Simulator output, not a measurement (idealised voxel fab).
The process module that follows is named voxel self aligned vias.
Square cell edge 5 nm, section width 300 nm, ID cut.
The cross-sections in this document take the form of a grid made of square cells. They are written out as bands, in order from top to bottom. Each band consists of one or more rows of cells. Heights first: top, then bottom, in nm. Then materials, left to right, each with a width in nm. "everywhere" on a single material: fills the band edge to edge. "air": empty space. It should be noted that heights are counted from 0, beneath which the wafer as supplied is of one material throughout, and that the lowest band possesses no lower boundary but continues downward, as written in "0 down". Per-row width for "30->40": begins at first number (top row of band), ends at second number (bottom row), increment between rows held constant. What does "all unchanged" mean for a step? It means no cell of the cross-section changed in that step. "Closed-off voids" lists enclosed empty spaces (at least 8 cells, no open path upward to the top), each as width x height at distance from the left edge, in nm. Heads up: the bit after the settings on a step's line is the simulator's remark on that step. What "overlay nm" on a step's line means: if the step has a mask, that mask lay this far to the right of its planned place, or, when the value is negative, to the left.
So here's the lineup of process steps we planned:
1,op RECEIVE | material Si
2,op CONFORMAL_DEP | material SiO2 | thk nm 10
3,op CONFORMAL_DEP | material SiCN | thk nm 5
4,op DIRECTIONAL_DEP | material SiO2 | thk nm 30
5,op DIRECTIONAL_DEP | material aC | thk nm 15
6,op PATTERN | tone open | mask id LINES | material resist | width nm 15 | pitch nm 55 | thk nm 30 | overlay nm 0
7,op DIRECTIONAL_ETCH | etch materials aC | depth nm 15
8,op STRIP | etch materials resist
9,op DIRECTIONAL_ETCH | etch materials SiO2 | depth nm 30
10,op STRIP | etch materials aC
11,op CONFORMAL_DEP | material TiN | thk nm 5
12,op FILL_DEP | material Ru | thk nm 10
13,op CMP | height nm 45
14,op SELECTIVE_ETCH | etch materials W Ru TiN | depth nm 5
15,op FILL_DEP | material SiN | thk nm 5
16,op CMP | height nm 45
17,op DIRECTIONAL_DEP | material SiO2 | thk nm 15
18,op MASKED_ETCH | tone open | mask id VIAS | width nm 30 | pitch nm 55 | etch materials SiO2 | depth nm 15 | overlay nm 0
19,op MASKED_ETCH | tone open | mask id VIAS | width nm 30 | pitch nm 55 | etch materials SiN | depth nm 5 | overlay nm 0
20,op CONFORMAL_DEP | material TiN | thk nm 5
21,op FILL_DEP | material Cu | thk nm 5
22,op CMP | height nm 60
23,op CONFORMAL_DEP | material SiCN | thk nm 5
All wafers enter the flow in the same state. The width nm at step 6 differs from wafer to wafer, and the plan gives the value for the first wafer.
Cross-sectional view of the first of several wafers in the as-received condition, corresponding to the state following step 1:
0 down: Si everywhere
Closed-off voids: none
Cross-section, first of several wafers, end of module, after last step 23:
65 to 60: SiCN everywhere
60 to 50: SiO2=80  TiN=5  Cu=20  TiN=5  SiO2=25  TiN=5  Cu=20  TiN=5  SiO2=25  TiN=5  Cu=20  TiN=5  SiO2=80
50 to 45: SiO2=80  TiN=15  Cu=5  TiN=10  SiO2=25  TiN=15  Cu=5  TiN=10  SiO2=25  TiN=15  Cu=5  TiN=10  SiO2=80
45 to 40: SiO2=90  TiN=15  SiO2=40  TiN=15  SiO2=40  TiN=15  SiO2=85
40 to 20: SiO2=90  TiN=5  Ru=5  TiN=5  SiO2=40  TiN=5  Ru=5  TiN=5  SiO2=40  TiN=5  Ru=5  TiN=5  SiO2=85
20 to 15: SiO2=90  TiN=15  SiO2=40  TiN=15  SiO2=40  TiN=15  SiO2=85
15 to 10: SiCN everywhere
10 to 0: SiO2 everywhere
0 down: Si everywhere
Closed-off voids: none
Cross-sectional view, end of module, last wafer of several:
65 to 60: SiCN everywhere
60 to 45: SiO2=80  TiN=5  Cu=20  TiN=5  SiO2=25  TiN=5  Cu=20  TiN=5  SiO2=25  TiN=5  Cu=20  TiN=5  SiO2=80
45 to 40: SiO2=80  TiN=30  SiN=5  SiO2=20  TiN=30  SiN=5  SiO2=20  TiN=30  SiN=5  SiO2=75
40 to 20: SiO2=80  TiN=5  Ru=25  TiN=5  SiO2=20  TiN=5  Ru=25  TiN=5  SiO2=20  TiN=5  Ru=25  TiN=5  SiO2=75
20 to 15: SiO2=80  TiN=35  SiO2=20  TiN=35  SiO2=20  TiN=35  SiO2=75
15 to 10: SiCN everywhere
10 to 0: SiO2 everywhere
0 down: Si everywhere
Closed-off voids: none
The following table contains a row per wafer, in which are reported, at the conclusion of the module, the cells of each material gained (+) or lost (-) since the wafer's receipt, with its closed voids given thereafter:
width nm 15, +27 Cu, +12 Ru, +120 SiCN, +552 SiO2, +69 TiN, Closed-off voids: none
width nm 20, +30 Cu, +24 Ru, +120 SiCN, +534 SiO2, +72 TiN, Closed-off voids: none
width nm 25, +33 Cu, +36 Ru, +120 SiCN, +516 SiO2, +75 TiN, Closed-off voids: none
width nm 30, +36 Cu, +48 Ru, +120 SiCN, +498 SiO2, +78 TiN, Closed-off voids: none
width nm 35, +36 Cu, +60 Ru, +120 SiCN, +3 SiN, +480 SiO2, +81 TiN, Closed-off voids: none
